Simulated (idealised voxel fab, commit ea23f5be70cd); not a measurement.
Process module under the name voxel transistor to metal
Square cells of 5 nm make up the cross-section cut, whose width is 210 nm.
Throughout this document, each cross-section is represented as a grid of square cells and is presented as a sequence of bands enumerated from the top downward, where a band comprises one or more rows of cells.
Each band's line starts with the height of the band's top and of its bottom, in nm. Then come its materials from left to right, each with its width in nm. One material with "everywhere" fills the band from edge to edge. "blank" is empty space.
Counting heights begins at 0, where everything beneath is, in the wafer as received, one material. The lowest band has no bottom; it goes on downwards, as "z 0 and below" shows.
It should be noted that a width expressed as "30->40" varies in equal increments from row to row of cells within the band, taking the value of the first number at the top row and that of the second number at the bottom row.
You'll sometimes find "nothing altered" written for a step, and that's the way of saying that nowhere in the cross-section did a cell change during that step.
Completely enclosed voids: empty space of 8 cells or more with no open way to the top, each as width x height at its distance from the left edge, in nm
On each step's line, the part that comes after the settings is the simulator's own comment on the step.
Among the settings permitted on a step's line is "overlay nm"; applied to a step with a mask, it specifies the extent to which the mask lay to the right of its planned position, whereas a negative figure signifies a position to the left.

Planned step list for the process
1: RECEIVE with material Si
2: CONFORMAL_DEP with material SiO2, thk nm 5
3: CONFORMAL_DEP with material SiN, thk nm 15
4: DIRECTIONAL_DEP with material aC, thk nm 10
5: PATTERN with tone cover, mask id ACTIVE, material resist, width nm 105, thk nm 30, overlay nm 0
6: DIRECTIONAL_ETCH with etch materials aC, depth nm 10
7: STRIP with etch materials resist
8: DIRECTIONAL_ETCH with etch materials SiN, depth nm 15
9: DIRECTIONAL_ETCH with etch materials SiO2, depth nm 5
10: DIRECTIONAL_ETCH with etch materials Si, depth nm 25
11: STRIP with etch materials aC
12: OXIDIZE with depth nm 5
13: FILL_DEP with material SiO2, thk nm 5
14: CMP with height nm 20
15: SELECTIVE_ETCH with etch materials SiO2, depth nm 10
16: STRIP with etch materials SiN
17: SELECTIVE_ETCH with etch materials SiO2, depth nm 5
18: OXIDIZE with depth nm 5
19: DIRECTIONAL_DEP with material polySi, thk nm 30
20: DIRECTIONAL_DEP with material SiCN, thk nm 15
21: MASKED_ETCH with tone cover, mask id GATE, width nm 25, etch materials SiCN, depth nm 25, overlay nm 0
22: MASKED_ETCH with tone cover, mask id GATE, width nm 25, etch materials polySi, depth nm 40, overlay nm 0
23: CONFORMAL_DEP with material SiO2, thk nm 5
24: DIRECTIONAL_ETCH with etch materials SiO2, depth nm 5
25: CONFORMAL_DEP with material SiN, thk nm 5
26: DIRECTIONAL_ETCH with etch materials SiN, depth nm 5
27: DIRECTIONAL_ETCH with etch materials SiO2, depth nm 5
28: DIRECTIONAL_ETCH with etch materials Si, depth nm 5
29: EPI with material SiGe, thk nm 5
30: FILL_DEP with material SiO2, thk nm 5
31: CMP with height nm 30
32: STRIP with etch materials polySi
33: SELECTIVE_ETCH with etch materials SiO2, depth nm 5
34: CONFORMAL_DEP with material HfO2, thk nm 5
35: CONFORMAL_DEP with material TiN, thk nm 5
36: FILL_DEP with material W, thk nm 10
37: CMP with height nm 25
38: DIRECTIONAL_DEP with material SiO2, thk nm 15
39: DIRECTIONAL_DEP with material aC, thk nm 15
40: PATTERN with tone open, mask id CONTACT, material resist, width nm 20, pitch nm 75, thk nm 30, overlay nm 0
41: DIRECTIONAL_ETCH with etch materials aC, depth nm 15
42: STRIP with etch materials resist
43: DIRECTIONAL_ETCH with etch materials SiO2, depth nm 45
44: STRIP with etch materials aC
45: CONFORMAL_DEP with material TiN, thk nm 5
46: FILL_DEP with material W, thk nm 5
47: CMP with height nm 40
48: CONFORMAL_DEP with material SiN, thk nm 5
49: DIRECTIONAL_DEP with material SiO2, thk nm 15
50: MASKED_ETCH with tone open, mask id METAL_1, width nm 20, pitch nm 75, etch materials SiO2, depth nm 15, overlay nm 0
51: MASKED_ETCH with tone open, mask id METAL_1, width nm 20, pitch nm 75, etch materials SiN, depth nm 5, overlay nm 0
52: CONFORMAL_DEP with material TiN, thk nm 5
53: FILL_DEP with material Cu, thk nm 5
54: CMP with height nm 60
55: EPI with material Ru, thk nm 5
56: FILL_DEP with material SiCN, thk nm 5

As received (post step 1): cross-section
* z 0 and below = Si everywhere
* Completely enclosed voids: none

First wafer of two, sectioned at end of module; run went per plan
* z 70 to 65 = SiCN everywhere
* z 65 to 60 = 50 SiCN; 30 Ru; 45 SiCN; 30 Ru; 55 SiCN
* z 60 to 45 = 55 SiO2; 5 TiN; 10 Cu; 5 TiN; 55 SiO2; 5 TiN; 10 Cu; 5 TiN; 60 SiO2
* z 45 to 40 = 55 SiN; 20 TiN; 55 SiN; 20 TiN; 60 SiN
* z 40 to 25 = 55 SiO2; 5 TiN; 10 W; 5 TiN; 55 SiO2; 5 TiN; 10 W; 5 TiN; 60 SiO2
* z 25 to 5 = 55 SiO2; 5 TiN; 10 W; 5 TiN; 5 SiO2; 5 SiN; 5 HfO2; 5 TiN; 15 W; 5 TiN; 5 HfO2; 5 SiN; 5 SiO2; 5 TiN; 10 W; 5 TiN; 60 SiO2
* z 5 to 0 = 50 SiO2; 5 SiN; 5 TiN; 10 W; 5 TiN; 5 SiO2; 5 SiN; 5 HfO2; 25 TiN; 5 HfO2; 5 SiN; 5 SiO2; 5 TiN; 10 W; 5 TiN; 5 SiN; 55 SiO2
* z 0 to -5 = 55 SiO2; 20 TiN; 5 SiGe; 5 SiO2; 35 HfO2; 5 SiO2; 5 SiGe; 20 TiN; 60 SiO2
* z -5 to -10 = 55 SiO2; 25 SiGe; 45 Si; 25 SiGe; 60 SiO2
* z -10 to -30 = 55 SiO2; 95 Si; 60 SiO2
* z -30 and below = Si everywhere
* Completely enclosed voids: none

This cross-section belongs to the second wafer of two at the end of the module; the start and the plan were shared with the first, and the run included one mistake
* z 70 to 65 = SiCN everywhere
* z 65 to 60 = 50 SiCN; 30 Ru; 45 SiCN; 30 Ru; 55 SiCN
* z 60 to 45 = 55 SiO2; 5 TiN; 10 Cu; 5 TiN; 55 SiO2; 5 TiN; 10 Cu; 5 TiN; 60 SiO2
* z 45 to 40 = 55 SiN; 20 TiN; 55 SiN; 20 TiN; 60 SiN
* z 40 to 30 = 50 W; 5 TiN; 20 SiO2; 5 TiN; 45 W; 5 TiN; 20 SiO2; 5 TiN; 55 W
* z 30 to 25 = 50 W; 5 TiN; 20 SiO2; 55 TiN; 20 SiO2; 5 TiN; 55 W
* z 25 to 10 = 50 W; 5 TiN; 20 SiO2; 5 TiN; 5 SiN; 5 HfO2; 5 TiN; 15 W; 5 TiN; 5 HfO2; 5 SiN; 5 TiN; 20 SiO2; 5 TiN; 55 W
* z 10 to 5 = 45 W; 10 TiN; 20 SiO2; 5 TiN; 5 SiN; 5 HfO2; 5 TiN; 15 W; 5 TiN; 5 HfO2; 5 SiN; 5 TiN; 20 SiO2; 10 TiN; 50 W
* z 5 to 0 = 45 W; 5 TiN; 5 SiN; 20 SiO2; 5 TiN; 5 SiN; 5 HfO2; 25 TiN; 5 HfO2; 5 SiN; 5 TiN; 20 SiO2; 5 SiN; 5 TiN; 50 W
* z 0 to -5 = 50 TiN; 25 SiO2; 5 SiGe; 5 SiO2; 35 HfO2; 5 SiO2; 5 SiGe; 25 SiO2; 55 TiN
* z -5 to -10 = 55 SiO2; 25 SiGe; 45 Si; 25 SiGe; 60 SiO2
* z -10 to -30 = 55 SiO2; 95 Si; 60 SiO2
* z -30 and below = Si everywhere
* Completely enclosed voids: none
The plan and the run diverged here: it should be noted that step 40 was executed with settings other than those planned, the operation and settings actually applied being PATTERN with tone cover, mask id CONTACT, material resist, width nm 20, pitch nm 75, thk nm 30, overlay nm 0
at the end the second wafer has, in cells: 174 fewer of SiO2 | 24 more of TiN | 150 more of W
